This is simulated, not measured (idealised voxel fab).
The following process module bears the name voxel capacitor over wiring.
Cross-section cut: width 295 nm, square cells of 5 nm.
A cross-section is a grid of square cells, given in bands from the top down. A band is one or more rows of cells. Per band: top height and bottom height in nm, followed by the left-to-right materials and their widths in nm; "everywhere" marks a single material spanning edge to edge, "blank" marks empty space. All heights in this document are referenced to 0, defined as the level beneath which the wafer, as received, consists entirely of one material. The lowest band is not bounded below; it extends indefinitely downward and is written in the form "z 0 and below". You'd read "30 to 40" like this: the band's top row of cells is as wide as the first number, its bottom row is as wide as the second, and going down, every row changes width by the same amount as the row before did. Basically "remained the same" means that step didn't change any cell in the cross-section. You'll see "Closed empty spaces" listing empty spaces that have no way open to the top, as long as they're 8 cells or more; the notation is width x height at distance, where the distance is from the left edge, and all of it is in nm. after a step's settings: what the simulator itself notes on the step. overlay nm: step with mask; distance mask lay right of planned place; negative value = left of planned place. Structure of the following material. The material consists of pairs of cross-sections. Each pair comprises the cross-section before one process step and the cross-section after that step, the latter shown only down to the lowest band that changed. The step between the cross-sections is specified beneath each pair, including its settings. Pairs are not necessarily consecutive: they may derive from different runs of this module performed on the same starting wafer. Continuity with the pair above is to be assumed only where the entry headed "Before the process" of the pair in question states it.

[Before the process]
> z 55 to 50: SiO2: 100; blank: 15; SiO2: 180
> z 50 to 45: SiO2: 100; Ru: 15; SiO2: 180
> z 45 to 40: SiCN: 100; Ru: 15; SiCN: 180
> z 40 to 25: SiO2: 95; TiN: 5; Cu: 15; TiN: 5; SiO2: 60; TiN: 5; Cu: 15; TiN: 5; SiO2: 90
> z 25 to 20: SiO2: 95; TiN: 5; Cu: 10; TiN: 10; SiO2: 60; TiN: 5; Cu: 10; TiN: 10; SiO2: 90
> z 20 to 15: SiCN: 95; TiN: 20; SiCN: 65; TiN: 20; SiCN: 95
> z 15 to 0: SiO2 everywhere
> z 0 and below: Si everywhere
> Closed empty spaces: none

[Structure After Step]
> z 55 to 45: SiO2: 100; Ru: 15; SiO2: 180
> Below 45, the layers are the same as they were.
> Closed empty spaces: none
The before and after cross-sections above differ by one step: EPI [material Ru] [thk nm 5]

Before the process: taken from the pair above, after panel.

[Structure After Step]
> z 65 to 55: TiN everywhere
> Below 55, the layers are the same as they were.
> Closed empty spaces: none
The before and after cross-sections above differ by one step: DIRECTIONAL_DEP [material TiN] [thk nm 10]

Before the process: taken from the pair above, after panel.

[Structure After Step]
> z 70 to 65: SiN everywhere
> Below 65, the layers are the same as they were.
> Closed empty spaces: none
The before and after cross-sections above differ by one step: DIRECTIONAL_DEP [material SiN] [thk nm 5]

Before the process: taken from the pair above, after panel.

[Structure After Step]
> z 75 to 70: TiN everywhere
> Below 70, the layers are the same as they were.
> Closed empty spaces: none
The before and after cross-sections above differ by one step: DIRECTIONAL_DEP [material TiN] [thk nm 5]

Before the process: taken from the pair above, after panel.

[Structure After Step]
> z 90 to 75: aC everywhere
> Below 75, the layers are the same as they were.
> Closed empty spaces: none
The before and after cross-sections above differ by one step: DIRECTIONAL_DEP [material aC] [thk nm 15]

Before the process: taken from the pair above, after panel.

[Structure After Step]
> z 120 to 90: blank: 100; resist: 70; blank: 125
> Below 90, the layers are the same as they were.
> Closed empty spaces: none
The before and after cross-sections above differ by one step: PATTERN [tone cover] [mask id UPPER_PLATE] [material resist] [width nm 70] [thk nm 30] [overlay nm 0]

Before the process: taken from the pair above, after panel.

[Structure After Step]
> z 105 to 90: blank: 100; resist: 70; blank: 125
> z 90 to 75: blank: 100; aC: 70; blank: 125
> Below 75, the layers are the same as they were.
> Closed empty spaces: none
The before and after cross-sections above differ by one step: DIRECTIONAL_ETCH [etch materials aC] [depth nm 15]

Before the process: taken from the pair above, after panel.

[Structure After Step]
> z 90 to 75: blank: 100; aC: 70; blank: 125
> Below 75, the layers are the same as they were.
> Closed empty spaces: none
The before and after cross-sections above differ by one step: STRIP [etch materials resist]

Before the process: taken from the pair above, after panel.

[Structure After Step]
> z 90 to 75: blank: 100; aC: 70; blank: 125
> z 75 to 70: blank: 100; TiN: 70; blank: 125
> Below 70, the layers are the same as they were.
> Closed empty spaces: none
The before and after cross-sections above differ by one step: DIRECTIONAL_ETCH [etch materials TiN] [depth nm 5]

Before the process: taken from the pair above, after panel.

[Structure After Step]
> z 90 to 75: blank: 100; aC: 70; blank: 125
> z 75 to 70: blank: 100; TiN: 70; blank: 125
> z 70 to 65: blank: 100; SiN: 70; blank: 125
> Below 65, the layers are the same as they were.
> Closed empty spaces: none
The before and after cross-sections above differ by one step: DIRECTIONAL_ETCH [etch materials SiN] [depth nm 5]

Before the process: taken from the pair above, after panel.

[Structure After Step]
> z 75 to 70: blank: 100; TiN: 70; blank: 125
> Below 70, the layers are the same as they were.
> Closed empty spaces: none
The before and after cross-sections above differ by one step: STRIP [etch materials aC]

Before the process: taken from the pair above, after panel.

[Structure After Step]
> z 90 to 80: blank: 100; aC: 70; blank: 125
> z 80 to 75: aC everywhere
> z 75 to 70: aC: 100; TiN: 70; aC: 125
> z 70 to 65: aC: 100; SiN: 70; aC: 125
> Below 65, the layers are the same as they were.
> Closed empty spaces: none
The before and after cross-sections above differ by one step: DIRECTIONAL_DEP [material aC] [thk nm 15]

Before the process: taken from the pair above, after panel.

[Structure After Step]
> z 120 to 90: blank: 95; resist: 80; blank: 120
> z 90 to 80: blank: 95; resist: 5; aC: 70; resist: 5; blank: 120
> Below 80, the layers are the same as they were.
> Closed empty spaces: none
The before and after cross-sections above differ by one step: PATTERN [tone cover] [mask id LOWER_PLATE] [material resist] [width nm 80] [thk nm 30] [overlay nm 0]

Before the process: taken from the pair above, after panel.

[Structure After Step]
> z 105 to 90: blank: 95; resist: 80; blank: 120
> z 90 to 80: blank: 95; resist: 5; aC: 70; resist: 5; blank: 120
> z 80 to 75: blank: 95; aC: 80; blank: 120
> z 75 to 70: blank: 95; aC: 5; TiN: 70; aC: 5; blank: 120
> z 70 to 65: blank: 95; aC: 5; SiN: 70; aC: 5; blank: 120
> Below 65, the layers are the same as they were.
> Closed empty spaces: none
The before and after cross-sections above differ by one step: DIRECTIONAL_ETCH [etch materials aC] [depth nm 15]

Before the process: taken from the pair above, after panel.

[Structure After Step]
> z 90 to 80: blank: 100; aC: 70; blank: 125
> Below 80, the layers are the same as they were.
> Closed empty spaces: none
The before and after cross-sections above differ by one step: STRIP [etch materials resist]

Before the process: taken from the pair above, after panel.

[Structure After Step]
> z 90 to 80: blank: 100; aC: 70; blank: 125
> z 80 to 75: blank: 95; aC: 80; blank: 120
> z 75 to 70: blank: 95; aC: 5; TiN: 70; aC: 5; blank: 120
> z 70 to 65: blank: 95; aC: 5; SiN: 70; aC: 5; blank: 120
> z 65 to 55: blank: 95; TiN: 80; blank: 120
> Below 55, the layers are the same as they were.
> Closed empty spaces: none
The before and after cross-sections above differ by one step: DIRECTIONAL_ETCH [etch materials TiN] [depth nm 10]

Before the process: taken from the pair above, after panel.

[Structure After Step]
> z 75 to 70: blank: 100; TiN: 70; blank: 125
> z 70 to 65: blank: 100; SiN: 70; blank: 125
> Below 65, the layers are the same as they were.
> Closed empty spaces: none
The before and after cross-sections above differ by one step: STRIP [etch materials aC]

Before the process: taken from the pair above, after panel.

[Structure After Step]
> z 90 to 75: SiO2 everywhere
> z 75 to 70: SiO2: 100; TiN: 70; SiO2: 125
> z 70 to 65: SiO2: 100; SiN: 70; SiO2: 125
> z 65 to 55: SiO2: 95; TiN: 80; SiO2: 120
> Below 55, the layers are the same as they were.
> Closed empty spaces: none
The before and after cross-sections above differ by one step: FILL_DEP [material SiO2] [thk nm 15]

Before the process: taken from the pair above, after panel.

[Structure After Step]
> z 85 to 75: SiO2 everywhere
> Below 75, the layers are the same as they were.
> Closed empty spaces: none
The before and after cross-sections above differ by one step: CMP [height nm 85]

Before the process: taken from the pair above, after panel.

[Structure After Step]
> z 95 to 85: aC everywhere
> Below 85, the layers are the same as they were.
> Closed empty spaces: none
The before and after cross-sections above differ by one step: DIRECTIONAL_DEP [material aC] [thk nm 10]

Before the process: taken from the pair above, after panel.

[Structure After Step]
> z 120 to 95: resist: 110; blank: 15; resist: 170
> Below 95, the layers are the same as they were.
> Closed empty spaces: none
The before and after cross-sections above differ by one step: PATTERN [tone open] [mask id PLUG_2] [material resist] [width nm 15] [thk nm 25] [overlay nm 0]

Before the process: taken from the pair above, after panel.

[Structure After Step]
> z 110 to 95: resist: 110; blank: 15; resist: 170
> z 95 to 85: aC: 110; blank: 15; aC: 170
> Below 85, the layers are the same as they were.
> Closed empty spaces: none
The before and after cross-sections above differ by one step: DIRECTIONAL_ETCH [etch materials aC] [depth nm 10]

Before the process: taken from the pair above, after panel.

[Structure After Step]
> z 95 to 85: aC: 110; blank: 15; aC: 170
> Below 85, the layers are the same as they were.
> Closed empty spaces: none
The before and after cross-sections above differ by one step: STRIP [etch materials resist]

Before the process: taken from the pair above, after panel.

[Structure After Step]
> z 95 to 85: aC: 110; blank: 15; aC: 170
> z 85 to 75: SiO2: 110; blank: 15; SiO2: 170
> Below 75, the layers are the same as they were.
> Closed empty spaces: none
The before and after cross-sections above differ by one step: DIRECTIONAL_ETCH [etch materials SiO2] [depth nm 10]

Before the process: taken from the pair above, after panel.

[Structure After Step]
> z 85 to 75: SiO2: 110; blank: 15; SiO2: 170
> Below 75, the layers are the same as they were.
> Closed empty spaces: none
The before and after cross-sections above differ by one step: STRIP [etch materials aC]

Before the process: taken from the pair above, after panel.

[Structure After Step]
> z 90 to 85: TiN: 115; blank: 5; TiN: 175
> z 85 to 80: SiO2: 110; TiN: 5; blank: 5; TiN: 5; SiO2: 170
> z 80 to 70: SiO2: 110 to 100; TiN: 15 to 70; SiO2: 170 to 125
> Below 70, the layers are the same as they were.
> Closed empty spaces: none
The before and after cross-sections above differ by one step: CONFORMAL_DEP [material TiN] [thk nm 5]

Before the process: taken from the pair above, after panel.

[Structure After Step]
> z 95 to 90: Cu everywhere
> z 90 to 85: TiN: 115; Cu: 5; TiN: 175
> z 85 to 80: SiO2: 110; TiN: 5; Cu: 5; TiN: 5; SiO2: 170
> Below 80, the layers are the same as they were.
> Closed empty spaces: none
The before and after cross-sections above differ by one step: FILL_DEP [material Cu] [thk nm 5]

Before the process: taken from the pair above, after panel.

[Structure After Step]
> z 85 to 80: SiO2: 110; TiN: 5; Cu: 5; TiN: 5; SiO2: 170
> Below 80, the layers are the same as they were.
> Closed empty spaces: none
The before and after cross-sections above differ by one step: CMP [height nm 85]

Before the process: taken from the pair above, after panel.

[Structure After Step]
> z 90 to 85: SiN everywhere
> Below 85, the layers are the same as they were.
> Closed empty spaces: none
The before and after cross-sections above differ by one step: CONFORMAL_DEP [material SiN] [thk nm 5]

[Before the process]
> z 90 to 75: aC everywhere
> z 75 to 70: TiN everywhere
> z 70 to 65: SiN everywhere
> z 65 to 55: TiN everywhere
> z 55 to 45: SiO2: 100; Ru: 15; SiO2: 180
> z 45 to 40: SiCN: 100; Ru: 15; SiCN: 180
> z 40 to 20: SiO2: 95; TiN: 5; Cu: 10; TiN: 5; SiO2: 65; TiN: 5; Cu: 10; TiN: 5; SiO2: 95
> z 20 to 15: SiCN: 95; TiN: 20; SiCN: 65; TiN: 20; SiCN: 95
> z 15 to 0: SiO2 everywhere
> z 0 and below: Si everywhere
> Closed empty spaces: none

[Structure After Step]
> z 120 to 90: blank: 110; resist: 70; blank: 115
> Below 90, the layers are the same as they were.
> Closed empty spaces: none
The before and after cross-sections above differ by one step: PATTERN [tone cover] [mask id UPPER_PLATE] [material resist] [width nm 70] [thk nm 30] [overlay nm 10]

Before the process: taken from the pair above, after panel.

[Structure After Step]
> z 105 to 90: blank: 110; resist: 70; blank: 115
> z 90 to 75: blank: 110; aC: 70; blank: 115
> Below 75, the layers are the same as they were.
> Closed empty spaces: none
The before and after cross-sections above differ by one step: DIRECTIONAL_ETCH [etch materials aC] [depth nm 15]

Before the process: taken from the pair above, after panel.

[Structure After Step]
> z 90 to 75: blank: 110; aC: 70; blank: 115
> Below 75, the layers are the same as they were.
> Closed empty spaces: none
The before and after cross-sections above differ by one step: STRIP [etch materials resist]

Before the process: taken from the pair above, after panel.

[Structure After Step]
> z 90 to 75: blank: 110; aC: 70; blank: 115
> z 75 to 70: blank: 110; TiN: 70; blank: 115
> Below 70, the layers are the same as they were.
> Closed empty spaces: none
The before and after cross-sections above differ by one step: DIRECTIONAL_ETCH [etch materials TiN] [depth nm 5]

Before the process: taken from the pair above, after panel.

[Structure After Step]
> z 90 to 75: blank: 110; aC: 70; blank: 115
> z 75 to 70: blank: 110; TiN: 70; blank: 115
> z 70 to 65: blank: 110; SiN: 70; blank: 115
> Below 65, the layers are the same as they were.
> Closed empty spaces: none
The before and after cross-sections above differ by one step: DIRECTIONAL_ETCH [etch materials SiN] [depth nm 5]

Before the process: taken from the pair above, after panel.

[Structure After Step]
> z 75 to 70: blank: 110; TiN: 70; blank: 115
> Below 70, the layers are the same as they were.
> Closed empty spaces: none
The before and after cross-sections above differ by one step: STRIP [etch materials aC]

Before the process: taken from the pair above, after panel.

[Structure After Step]
> z 90 to 80: blank: 110; aC: 70; blank: 115
> z 80 to 75: aC everywhere
> z 75 to 70: aC: 110; TiN: 70; aC: 115
> z 70 to 65: aC: 110; SiN: 70; aC: 115
> Below 65, the layers are the same as they were.
> Closed empty spaces: none
The before and after cross-sections above differ by one step: DIRECTIONAL_DEP [material aC] [thk nm 15]

Before the process: taken from the pair above, after panel.

[Structure After Step]
> z 120 to 90: blank: 95; resist: 80; blank: 120
> z 90 to 80: blank: 95; resist: 15; aC: 70; blank: 115
> Below 80, the layers are the same as they were.
> Closed empty spaces: none
The before and after cross-sections above differ by one step: PATTERN [tone cover] [mask id LOWER_PLATE] [material resist] [width nm 80] [thk nm 30] [overlay nm 0]

Before the process: taken from the pair above, after panel.

[Structure After Step]
> z 105 to 90: blank: 95; resist: 80; blank: 120
> z 90 to 80: blank: 95; resist: 15; aC: 65; blank: 120
> z 80 to 75: blank: 95; aC: 80; blank: 120
> z 75 to 70: blank: 95; aC: 15; TiN: 70; blank: 115
> z 70 to 65: blank: 95; aC: 15; SiN: 70; blank: 115
> Below 65, the layers are the same as they were.
> Closed empty spaces: none
The before and after cross-sections above differ by one step: DIRECTIONAL_ETCH [etch materials aC] [depth nm 15]

Before the process: taken from the pair above, after panel.

[Structure After Step]
> z 90 to 80: blank: 110; aC: 65; blank: 120
> Below 80, the layers are the same as they were.
> Closed empty spaces: none
The before and after cross-sections above differ by one step: STRIP [etch materials resist]

Before the process: taken from the pair above, after panel.

[Structure After Step]
> z 90 to 80: blank: 110; aC: 65; blank: 120
> z 80 to 75: blank: 95; aC: 80; blank: 120
> z 75 to 70: blank: 95; aC: 15; TiN: 65; blank: 120
> z 70 to 65: blank: 95; aC: 15; SiN: 70; blank: 115
> z 65 to 55: blank: 95; TiN: 85; blank: 115
> Below 55, the layers are the same as they were.
> Closed empty spaces: none
The before and after cross-sections above differ by one step: DIRECTIONAL_ETCH [etch materials TiN] [depth nm 10]

Before the process: taken from the pair above, after panel.

[Structure After Step]
> z 75 to 70: blank: 110; TiN: 65; blank: 120
> z 70 to 65: blank: 110; SiN: 70; blank: 115
> Below 65, the layers are the same as they were.
> Closed empty spaces: none
The before and after cross-sections above differ by one step: STRIP [etch materials aC]

Before the process: taken from the pair above, after panel.

[Structure After Step]
> z 90 to 75: SiO2 everywhere
> z 75 to 70: SiO2: 110; TiN: 65; SiO2: 120
> z 70 to 65: SiO2: 110; SiN: 70; SiO2: 115
> z 65 to 55: SiO2: 95; TiN: 85; SiO2: 115
> Below 55, the layers are the same as they were.
> Closed empty spaces: none
The before and after cross-sections above differ by one step: FILL_DEP [material SiO2] [thk nm 15]

Before the process: taken from the pair above, after panel.

[Structure After Step]
> z 85 to 75: SiO2 everywhere
> Below 75, the layers are the same as they were.
> Closed empty spaces: none
The before and after cross-sections above differ by one step: CMP [height nm 85]

Before the process: taken from the pair above, after panel.

[Structure After Step]
> z 95 to 85: aC everywhere
> Below 85, the layers are the same as they were.
> Closed empty spaces: none
The before and after cross-sections above differ by one step: DIRECTIONAL_DEP [material aC] [thk nm 10]

Before the process: taken from the pair above, after panel.

[Structure After Step]
> z 120 to 95: resist: 110; blank: 15; resist: 170
> Below 95, the layers are the same as they were.
> Closed empty spaces: none
The before and after cross-sections above differ by one step: PATTERN [tone open] [mask id PLUG_2] [material resist] [width nm 15] [thk nm 25] [overlay nm 0]

Before the process: taken from the pair above, after panel.

[Structure After Step]
> z 110 to 95: resist: 110; blank: 15; resist: 170
> z 95 to 85: aC: 110; blank: 15; aC: 170
> Below 85, the layers are the same as they were.
> Closed empty spaces: none
The before and after cross-sections above differ by one step: DIRECTIONAL_ETCH [etch materials aC] [depth nm 10]

Before the process: taken from the pair above, after panel.

[Structure After Step]
> z 95 to 85: aC: 110; blank: 15; aC: 170
> Below 85, the layers are the same as they were.
> Closed empty spaces: none
The before and after cross-sections above differ by one step: STRIP [etch materials resist]

Before the process: taken from the pair above, after panel.

[Structure After Step]
> z 95 to 85: aC: 110; blank: 15; aC: 170
> z 85 to 75: SiO2: 110; blank: 15; SiO2: 170
> Below 75, the layers are the same as they were.
> Closed empty spaces: none
The before and after cross-sections above differ by one step: DIRECTIONAL_ETCH [etch materials SiO2] [depth nm 10]

Before the process: taken from the pair above, after panel.

[Structure After Step]
> z 85 to 75: SiO2: 110; blank: 15; SiO2: 170
> Below 75, the layers are the same as they were.
> Closed empty spaces: none
The before and after cross-sections above differ by one step: STRIP [etch materials aC]

Before the process: taken from the pair above, after panel.

[Structure After Step]
> z 90 to 85: TiN: 115; blank: 5; TiN: 175
> z 85 to 80: SiO2: 110; TiN: 5; blank: 5; TiN: 5; SiO2: 170
> z 80 to 70: SiO2: 110; TiN: 15 to 65; SiO2: 170 to 120
> Below 70, the layers are the same as they were.
> Closed empty spaces: none
The before and after cross-sections above differ by one step: CONFORMAL_DEP [material TiN] [thk nm 5]

Before the process: taken from the pair above, after panel.

[Structure After Step]
> z 95 to 90: Cu everywhere
> z 90 to 85: TiN: 115; Cu: 5; TiN: 175
> z 85 to 80: SiO2: 110; TiN: 5; Cu: 5; TiN: 5; SiO2: 170
> Below 80, the layers are the same as they were.
> Closed empty spaces: none
The before and after cross-sections above differ by one step: FILL_DEP [material Cu] [thk nm 5]

Before the process: taken from the pair above, after panel.

[Structure After Step]
> z 85 to 80: SiO2: 110; TiN: 5; Cu: 5; TiN: 5; SiO2: 170
> Below 80, the layers are the same as they were.
> Closed empty spaces: none
The before and after cross-sections above differ by one step: CMP [height nm 85]

Before the process: taken from the pair above, after panel.

[Structure After Step]
> z 90 to 85: SiN everywhere
> Below 85, the layers are the same as they were.
> Closed empty spaces: none
The before and after cross-sections above differ by one step: CONFORMAL_DEP [material SiN] [thk nm 5]

[Before the process]
> z 65 to 55: TiN everywhere
> z 55 to 45: SiO2: 100; Ru: 15; SiO2: 180
> z 45 to 40: SiCN: 100; Ru: 15; SiCN: 180
> z 40 to 20: SiO2: 95; TiN: 5; Cu: 10; TiN: 5; SiO2: 65; TiN: 5; Cu: 10; TiN: 5; SiO2: 95
> z 20 to 15: SiCN: 95; TiN: 20; SiCN: 65; TiN: 20; SiCN: 95
> z 15 to 0: SiO2 everywhere
> z 0 and below: Si everywhere
> Closed empty spaces: none

[Structure After Step]
> z 70 to 65: SiO2 everywhere
> Below 65, the layers are the same as they were.
> Closed empty spaces: none
The before and after cross-sections above differ by one step: DIRECTIONAL_DEP [material SiO2] [thk nm 5]

Before the process: taken from the pair above, after panel.

[Structure After Step]
> z 75 to 70: TiN everywhere
> Below 70, the layers are the same as they were.
> Closed empty spaces: none
The before and after cross-sections above differ by one step: DIRECTIONAL_DEP [material TiN] [thk nm 5]

Before the process: taken from the pair above, after panel.

[Structure After Step]
> z 90 to 75: aC everywhere
> Below 75, the layers are the same as they were.
> Closed empty spaces: none
The before and after cross-sections above differ by one step: DIRECTIONAL_DEP [material aC] [thk nm 15]

Before the process: taken from the pair above, after panel.

[Structure After Step]
> z 120 to 90: blank: 100; resist: 70; blank: 125
> Below 90, the layers are the same as they were.
> Closed empty spaces: none
The before and after cross-sections above differ by one step: PATTERN [tone cover] [mask id UPPER_PLATE] [material resist] [width nm 70] [thk nm 30] [overlay nm 0]

Before the process: taken from the pair above, after panel.

[Structure After Step]
> z 105 to 90: blank: 100; resist: 70; blank: 125
> z 90 to 75: blank: 100; aC: 70; blank: 125
> Below 75, the layers are the same as they were.
> Closed empty spaces: none
The before and after cross-sections above differ by one step: DIRECTIONAL_ETCH [etch materials aC] [depth nm 15]

Before the process: taken from the pair above, after panel.

[Structure After Step]
> z 90 to 75: blank: 100; aC: 70; blank: 125
> Below 75, the layers are the same as they were.
> Closed empty spaces: none
The before and after cross-sections above differ by one step: STRIP [etch materials resist]

Before the process: taken from the pair above, after panel.

[Structure After Step]
> z 90 to 75: blank: 100; aC: 70; blank: 125
> z 75 to 70: blank: 100; TiN: 70; blank: 125
> Below 70, the layers are the same as they were.
> Closed empty spaces: none
The before and after cross-sections above differ by one step: DIRECTIONAL_ETCH [etch materials TiN] [depth nm 5]

Before the process: taken from the pair above, after panel.

[Structure After Step]
> z 75 to 70: blank: 100; TiN: 70; blank: 125
> Below 70, the layers are the same as they were.
> Closed empty spaces: none
The before and after cross-sections above differ by one step: STRIP [etch materials aC]

Before the process: taken from the pair above, after panel.

[Structure After Step]
> z 90 to 85: blank: 100; aC: 70; blank: 125
> z 85 to 75: aC everywhere
> z 75 to 70: aC: 100; TiN: 70; aC: 125
> Below 70, the layers are the same as they were.
> Closed empty spaces: none
The before and after cross-sections above differ by one step: DIRECTIONAL_DEP [material aC] [thk nm 15]

Before the process: taken from the pair above, after panel.

[Structure After Step]
> z 120 to 90: blank: 95; resist: 80; blank: 120
> z 90 to 85: blank: 95; resist: 5; aC: 70; resist: 5; blank: 120
> Below 85, the layers are the same as they were.
> Closed empty spaces: none
The before and after cross-sections above differ by one step: PATTERN [tone cover] [mask id LOWER_PLATE] [material resist] [width nm 80] [thk nm 30] [overlay nm 0]

Before the process: taken from the pair above, after panel.

[Structure After Step]
> z 105 to 90: blank: 95; resist: 80; blank: 120
> z 90 to 85: blank: 95; resist: 5; aC: 70; resist: 5; blank: 120
> z 85 to 75: blank: 95; aC: 80; blank: 120
> z 75 to 70: blank: 95; aC: 5; TiN: 70; aC: 5; blank: 120
> Below 70, the layers are the same as they were.
> Closed empty spaces: none
The before and after cross-sections above differ by one step: DIRECTIONAL_ETCH [etch materials aC] [depth nm 15]

Before the process: taken from the pair above, after panel.

[Structure After Step]
> z 90 to 85: blank: 100; aC: 70; blank: 125
> Below 85, the layers are the same as they were.
> Closed empty spaces: none
The before and after cross-sections above differ by one step: STRIP [etch materials resist]

Before the process: taken from the pair above, after panel.

[Structure After Step]
> z 75 to 70: blank: 100; TiN: 70; blank: 125
> Below 70, the layers are the same as they were.
> Closed empty spaces: none
The before and after cross-sections above differ by one step: STRIP [etch materials aC]

Before the process: taken from the pair above, after panel.

[Structure After Step]
> z 90 to 75: SiO2 everywhere
> z 75 to 70: SiO2: 100; TiN: 70; SiO2: 125
> Below 70, the layers are the same as they were.
> Closed empty spaces: none
The before and after cross-sections above differ by one step: FILL_DEP [material SiO2] [thk nm 15]

Before the process: taken from the pair above, after panel.

[Structure After Step]
> z 85 to 75: SiO2 everywhere
> Below 75, the layers are the same as they were.
> Closed empty spaces: none
The before and after cross-sections above differ by one step: CMP [height nm 85]

Before the process: taken from the pair above, after panel.

[Structure After Step]
> z 95 to 85: aC everywhere
> Below 85, the layers are the same as they were.
> Closed empty spaces: none
The before and after cross-sections above differ by one step: DIRECTIONAL_DEP [material aC] [thk nm 10]

Before the process: taken from the pair above, after panel.

[Structure After Step]
> z 120 to 95: resist: 110; blank: 15; resist: 170
> Below 95, the layers are the same as they were.
> Closed empty spaces: none
The before and after cross-sections above differ by one step: PATTERN [tone open] [mask id PLUG_2] [material resist] [width nm 15] [thk nm 25] [overlay nm 0]

Before the process: taken from the pair above, after panel.

[Structure After Step]
> z 110 to 95: resist: 110; blank: 15; resist: 170
> z 95 to 85: aC: 110; blank: 15; aC: 170
> Below 85, the layers are the same as they were.
> Closed empty spaces: none
The before and after cross-sections above differ by one step: DIRECTIONAL_ETCH [etch materials aC] [depth nm 10]

Before the process: taken from the pair above, after panel.

[Structure After Step]
> z 95 to 85: aC: 110; blank: 15; aC: 170
> Below 85, the layers are the same as they were.
> Closed empty spaces: none
The before and after cross-sections above differ by one step: STRIP [etch materials resist]

Before the process: taken from the pair above, after panel.

[Structure After Step]
> z 95 to 85: aC: 110; blank: 15; aC: 170
> z 85 to 75: SiO2: 110; blank: 15; SiO2: 170
> Below 75, the layers are the same as they were.
> Closed empty spaces: none
The before and after cross-sections above differ by one step: DIRECTIONAL_ETCH [etch materials SiO2] [depth nm 10]

Before the process: taken from the pair above, after panel.

[Structure After Step]
> z 85 to 75: SiO2: 110; blank: 15; SiO2: 170
> Below 75, the layers are the same as they were.
> Closed empty spaces: none
The before and after cross-sections above differ by one step: STRIP [etch materials aC]

Before the process: taken from the pair above, after panel.

[Structure After Step]
> z 90 to 85: TiN: 115; blank: 5; TiN: 175
> z 85 to 80: SiO2: 110; TiN: 5; blank: 5; TiN: 5; SiO2: 170
> z 80 to 70: SiO2: 110 to 100; TiN: 15 to 70; SiO2: 170 to 125
> Below 70, the layers are the same as they were.
> Closed empty spaces: none
The before and after cross-sections above differ by one step: CONFORMAL_DEP [material TiN] [thk nm 5]

Before the process: taken from the pair above, after panel.

[Structure After Step]
> z 95 to 90: Cu everywhere
> z 90 to 85: TiN: 115; Cu: 5; TiN: 175
> z 85 to 80: SiO2: 110; TiN: 5; Cu: 5; TiN: 5; SiO2: 170
> Below 80, the layers are the same as they were.
> Closed empty spaces: none
The before and after cross-sections above differ by one step: FILL_DEP [material Cu] [thk nm 5]

Before the process: taken from the pair above, after panel.

[Structure After Step]
> z 85 to 80: SiO2: 110; TiN: 5; Cu: 5; TiN: 5; SiO2: 170
> Below 80, the layers are the same as they were.
> Closed empty spaces: none
The before and after cross-sections above differ by one step: CMP [height nm 85]

Before the process: taken from the pair above, after panel.

[Structure After Step]
> z 90 to 85: SiN everywhere
> Below 85, the layers are the same as they were.
> Closed empty spaces: none
The before and after cross-sections above differ by one step: CONFORMAL_DEP [material SiN] [thk nm 5]

[Before the process]
> z 90 to 75: aC everywhere
> z 75 to 70: TiN everywhere
> z 70 to 65: SiN everywhere
> z 65 to 55: TiN everywhere
> z 55 to 45: SiO2: 100; Ru: 15; SiO2: 180
> z 45 to 40: SiCN: 100; Ru: 15; SiCN: 180
> z 40 to 20: SiO2: 95; TiN: 5; Cu: 10; TiN: 5; SiO2: 65; TiN: 5; Cu: 10; TiN: 5; SiO2: 95
> z 20 to 15: SiCN: 95; TiN: 20; SiCN: 65; TiN: 20; SiCN: 95
> z 15 to 0: SiO2 everywhere
> z 0 and below: Si everywhere
> Closed empty spaces: none

[Structure After Step]
> z 120 to 90: resist: 100; blank: 70; resist: 125
> Below 90, the layers are the same as they were.
> Closed empty spaces: none
The before and after cross-sections above differ by one step: PATTERN [tone open] [mask id UPPER_PLATE] [material resist] [width nm 70] [thk nm 30] [overlay nm 0]

Before the process: taken from the pair above, after panel.

[Structure After Step]
> z 105 to 90: resist: 100; blank: 70; resist: 125
> z 90 to 75: aC: 100; blank: 70; aC: 125
> Below 75, the layers are the same as they were.
> Closed empty spaces: none
The before and after cross-sections above differ by one step: DIRECTIONAL_ETCH [etch materials aC] [depth nm 15]

Before the process: taken from the pair above, after panel.

[Structure After Step]
> z 90 to 75: aC: 100; blank: 70; aC: 125
> Below 75, the layers are the same as they were.
> Closed empty spaces: none
The before and after cross-sections above differ by one step: STRIP [etch materials resist]

Before the process: taken from the pair above, after panel.

[Structure After Step]
> z 90 to 75: aC: 100; blank: 70; aC: 125
> z 75 to 70: TiN: 100; blank: 70; TiN: 125
> Below 70, the layers are the same as they were.
> Closed empty spaces: none
The before and after cross-sections above differ by one step: DIRECTIONAL_ETCH [etch materials TiN] [depth nm 5]

Before the process: taken from the pair above, after panel.

[Structure After Step]
> z 90 to 75: aC: 100; blank: 70; aC: 125
> z 75 to 70: TiN: 100; blank: 70; TiN: 125
> z 70 to 65: SiN: 100; blank: 70; SiN: 125
> Below 65, the layers are the same as they were.
> Closed empty spaces: none
The before and after cross-sections above differ by one step: DIRECTIONAL_ETCH [etch materials SiN] [depth nm 5]

Before the process: taken from the pair above, after panel.

[Structure After Step]
> z 75 to 70: TiN: 100; blank: 70; TiN: 125
> Below 70, the layers are the same as they were.
> Closed empty spaces: none
The before and after cross-sections above differ by one step: STRIP [etch materials aC]

Before the process: taken from the pair above, after panel.

[Structure After Step]
> z 90 to 80: aC: 100; blank: 70; aC: 125
> z 80 to 75: aC everywhere
> z 75 to 70: TiN: 100; aC: 70; TiN: 125
> z 70 to 65: SiN: 100; aC: 70; SiN: 125
> Below 65, the layers are the same as they were.
> Closed empty spaces: none
The before and after cross-sections above differ by one step: DIRECTIONAL_DEP [material aC] [thk nm 15]

Before the process: taken from the pair above, after panel.

[Structure After Step]
> z 120 to 90: blank: 95; resist: 80; blank: 120
> z 90 to 80: aC: 100; resist: 70; aC: 125
> Below 80, the layers are the same as they were.
> Closed empty spaces: none
The before and after cross-sections above differ by one step: PATTERN [tone cover] [mask id LOWER_PLATE] [material resist] [width nm 80] [thk nm 30] [overlay nm 0]

Before the process: taken from the pair above, after panel.

[Structure After Step]
> z 105 to 90: blank: 95; resist: 80; blank: 120
> z 90 to 80: blank: 95; aC: 5; resist: 70; aC: 5; blank: 120
> z 80 to 75: blank: 95; aC: 80; blank: 120
> Below 75, the layers are the same as they were.
> Closed empty spaces: none
The before and after cross-sections above differ by one step: DIRECTIONAL_ETCH [etch materials aC] [depth nm 15]

Before the process: taken from the pair above, after panel.

[Structure After Step]
> z 90 to 80: blank: 95; aC: 5; blank: 70; aC: 5; blank: 120
> Below 80, the layers are the same as they were.
> Closed empty spaces: none
The before and after cross-sections above differ by one step: STRIP [etch materials resist]
